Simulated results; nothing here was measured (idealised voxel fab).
Process module under the name voxel released beams
Pictured: cross-section cut, 160 nm wide, on a grid of 5 nm square cells.
Format of a cross-section: grid, square cells. Given as bands. Order: top down. Band: one or more rows of cells.
What a band's entry tells you: where the top is and where the bottom is, as heights in nm, and after that what lies inside, material by material from left to right, each with its width in nm. Empty space is written as the word "air", and a single material marked with the word "edge to edge" occupies the band from edge to edge.
Heights are expressed relative to 0, this being the level below which the as-received wafer comprises one material exclusively. The lowest band is unbounded in the downward direction and is denoted as in "z 0 and below".
With a width like "30 to 40", each row of cells in the band differs from the next by the same amount, the top row carrying the first number and the bottom row the second.
"nothing altered" means the step left every cell of the cross-section as it was.
Cavities, closed: empty space of 8 cells or more with no open way to the top, each as width x height at its distance from the left edge, in nm
The remark found on a step's line after its settings is issued by the simulator itself and pertains to that step.
overlay nm: how far to the right of its planned place the mask lay on this masked step (negative: to the left).

-- The process steps that were planned are listed below
- 1: RECEIVE, material Si
- 2: CONFORMAL_DEP, material Al2O3, thk nm 10
- 3: DIRECTIONAL_DEP, material SiO2, thk nm 20
- 4: PATTERN, tone open, mask id ANCHOR, material resist, width nm 30, thk nm 15, overlay nm 0
- 5: DIRECTIONAL_ETCH, etch materials SiO2, depth nm 20
- 6: STRIP, etch materials resist
- 7: CONFORMAL_DEP, material SiN, thk nm 10
- 8: PATTERN, tone cover, mask id BEAM, material resist, width nm 115, thk nm 20, overlay nm 0
- 9: DIRECTIONAL_ETCH, etch materials SiN, depth nm 10
- 10: STRIP, etch materials resist
- 11: STRIP, etch materials SiO2

-- Cross-sectional view of the wafer in its as-received condition, corresponding to the state after step 1
    z 0 and below = Si edge to edge
    Cavities, closed: none

-- Cross-section, first of two wafers, end of module, run as planned
    z 40 to 30 = 20 of air; 15 of SiN; 10 of air; 90 of SiN; 25 of air
    z 30 to 20 = 25 of air; 10 of SiN; 10 of air; 10 of SiN; 105 of air
    z 20 to 10 = 25 of air; 30 of SiN; 105 of air
    z 10 to 0 = Al2O3 edge to edge
    z 0 and below = Si edge to edge
    Cavities, closed: none

-- Cross-sectional view of the second of two wafers upon completion of the module. This wafer shared its starting condition and process plan with the first; one error was made during its execution
    z 30 to 20 = 20 of air; 15 of SiN; 10 of air; 90 of SiN; 25 of air
    z 20 to 10 = 25 of air; 10 of SiN; 10 of air; 10 of SiN; 105 of air
    z 10 to 0 = 25 of air; 30 of SiN; 105 of air
    z 0 and below = Si edge to edge
    Cavities, closed: none
The plan and the run diverged here: plan step 2 was not performed, having been skipped
The second wafer ends with more or fewer cells of some materials than the first, per final count: 64 fewer of Al2O3
